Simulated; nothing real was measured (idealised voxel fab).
The document below concerns the process module designated voxel wiring stack.
Xsec cut, 215 nm wide, square cell size 5 nm.
Square cells in a grid make up a cross-section in this document, and the grid is given as bands, listed from the top down, each one or more rows of cells.
Each band's line starts with the height of the band's top and of its bottom, in nm. Then come its materials from left to right, each with its width in nm. One material with "throughout" fills the band from edge to edge. "empty" is empty space.
Heights are measured from 0, the level below which the as-received wafer is all one material; the lowest band has no bottom and continues downward, written as in "z 0 and below".
Width "30 to 40": first value at the band's top row of cells, second value at its bottom row, equal change from row to row.
Take "changes: none" at face value: in the step it is given for, the cross-section changed in none of its cells.
"Enclosed internal cavities" lists enclosed empty spaces (at least 8 cells, no open path upward to the top), each as width x height at distance from the left edge, in nm.
It should be noted that, on the line of a given step, the content following the step's settings is a remark produced by the simulator itself with respect to that step.
You can add "overlay nm" to a step's line. For a step with a mask, it describes how far the mask lay to the right of its planned position, and a negative number describes a lay to the left.

## Set out below are the planned steps of the process
1,RECEIVE | material Si
2,CONFORMAL_DEP | material SiO2 | thk nm 15
3,DIRECTIONAL_DEP | material TiN | thk nm 5
4,DIRECTIONAL_DEP | material Ru | thk nm 20
5,PATTERN | tone cover | mask id METAL_1 | material resist | width nm 15 | pitch nm 45 | thk nm 15 | overlay nm 0
6,DIRECTIONAL_ETCH | etch materials Ru | depth nm 20
7,DIRECTIONAL_ETCH | etch materials TiN | depth nm 5
8,STRIP | etch materials resist
9,FILL_DEP | material lowk | thk nm 5
10,CMP | height nm 40
11,CONFORMAL_DEP | material SiCN | thk nm 5
12,DIRECTIONAL_DEP | material SiO2 | thk nm 35
13,PATTERN | tone open | mask id METAL_2 | material resist | width nm 20 | pitch nm 45 | thk nm 20 | overlay nm 0
14,DIRECTIONAL_ETCH | etch materials SiO2 | depth nm 20
15,STRIP | etch materials resist
16,DIRECTIONAL_DEP | material aC | thk nm 15
17,PATTERN | tone open | mask id METAL_2_HOLES | material resist | width nm 15 | pitch nm 90 | thk nm 35 | overlay nm 0
18,DIRECTIONAL_ETCH | etch materials aC | depth nm 15
19,STRIP | etch materials resist
20,DIRECTIONAL_ETCH | etch materials SiO2 | depth nm 15
21,DIRECTIONAL_ETCH | etch materials SiCN | depth nm 5
22,STRIP | etch materials aC
23,CONFORMAL_DEP | material TiN | thk nm 5
24,FILL_DEP | material Cu | thk nm 5
25,CMP | height nm 80
26,CONFORMAL_DEP | material SiN | thk nm 5
The plan shows the width nm of step 5 as the first wafer had it; this setting differs between the wafers, which start out alike.

## This is how the first of several wafers looked in cross-section when it arrived, which is after step 1
* z 0 and below | Si throughout
* Enclosed internal cavities: none

## Wafer cross-section (first of several) - module end, post step 26 (last step)
* z 85 to 80 | SiN throughout
* z 80 to 65 | 30 nm SiO2, 5 nm TiN, 10 nm Cu, 5 nm TiN, 25 nm SiO2, 5 nm TiN, 10 nm Cu, 5 nm TiN, 25 nm SiO2, 5 nm TiN, 10 nm Cu, 5 nm TiN, 25 nm SiO2, 5 nm TiN, 10 nm Cu, 5 nm TiN, 30 nm SiO2
* z 65 to 60 | 30 nm SiO2, 5 nm TiN, 5 nm Cu, 10 nm TiN, 25 nm SiO2, 20 nm TiN, 25 nm SiO2, 5 nm TiN, 5 nm Cu, 10 nm TiN, 25 nm SiO2, 20 nm TiN, 30 nm SiO2
* z 60 to 45 | 30 nm SiO2, 5 nm TiN, 5 nm Cu, 5 nm TiN, 75 nm SiO2, 5 nm TiN, 5 nm Cu, 5 nm TiN, 80 nm SiO2
* z 45 to 40 | 30 nm SiCN, 15 nm TiN, 75 nm SiCN, 15 nm TiN, 80 nm SiCN
* z 40 to 20 | 35 nm lowk, 15 nm Ru, 30 nm lowk, 15 nm Ru, 30 nm lowk, 15 nm Ru, 30 nm lowk, 15 nm Ru, 30 nm lowk
* z 20 to 15 | 35 nm lowk, 15 nm TiN, 30 nm lowk, 15 nm TiN, 30 nm lowk, 15 nm TiN, 30 nm lowk, 15 nm TiN, 30 nm lowk
* z 15 to 0 | SiO2 throughout
* z 0 and below | Si throughout
* Enclosed internal cavities: none

## Last wafer of the set, cross-sectioned at end of module
* z 85 to 80 | SiN throughout
* z 80 to 65 | 30 nm SiO2, 5 nm TiN, 10 nm Cu, 5 nm TiN, 25 nm SiO2, 5 nm TiN, 10 nm Cu, 5 nm TiN, 25 nm SiO2, 5 nm TiN, 10 nm Cu, 5 nm TiN, 25 nm SiO2, 5 nm TiN, 10 nm Cu, 5 nm TiN, 30 nm SiO2
* z 65 to 60 | 30 nm SiO2, 5 nm TiN, 5 nm Cu, 10 nm TiN, 25 nm SiO2, 20 nm TiN, 25 nm SiO2, 5 nm TiN, 5 nm Cu, 10 nm TiN, 25 nm SiO2, 20 nm TiN, 30 nm SiO2
* z 60 to 45 | 30 nm SiO2, 5 nm TiN, 5 nm Cu, 5 nm TiN, 75 nm SiO2, 5 nm TiN, 5 nm Cu, 5 nm TiN, 80 nm SiO2
* z 45 to 40 | 30 nm SiCN, 15 nm TiN, 75 nm SiCN, 15 nm TiN, 80 nm SiCN
* z 40 to 20 | 25 nm lowk, 30 nm Ru, 15 nm lowk, 30 nm Ru, 15 nm lowk, 30 nm Ru, 15 nm lowk, 30 nm Ru, 25 nm lowk
* z 20 to 15 | 25 nm lowk, 30 nm TiN, 15 nm lowk, 30 nm TiN, 15 nm lowk, 30 nm TiN, 15 nm lowk, 30 nm TiN, 25 nm lowk
* z 15 to 0 | SiO2 throughout
* z 0 and below | Si throughout
* Enclosed internal cavities: none

## The rows of the table below are wafers. Looking at the end of the module, a row counts, for every material, the cells the wafer has gained, shown as (+), or lost, shown as (-), since it was received; its closed voids come next
width nm 15 | +32 Cu | +48 Ru | +37 SiCN | +43 SiN | +348 SiO2 | +68 TiN | +155 lowk | Enclosed internal cavities: none
width nm 20 | +32 Cu | +64 Ru | +37 SiCN | +43 SiN | +348 SiO2 | +72 TiN | +135 lowk | Enclosed internal cavities: none
width nm 25 | +32 Cu | +80 Ru | +37 SiCN | +43 SiN | +348 SiO2 | +76 TiN | +115 lowk | Enclosed internal cavities: none
width nm 30 | +32 Cu | +96 Ru | +37 SiCN | +43 SiN | +348 SiO2 | +80 TiN | +95 lowk | Enclosed internal cavities: none
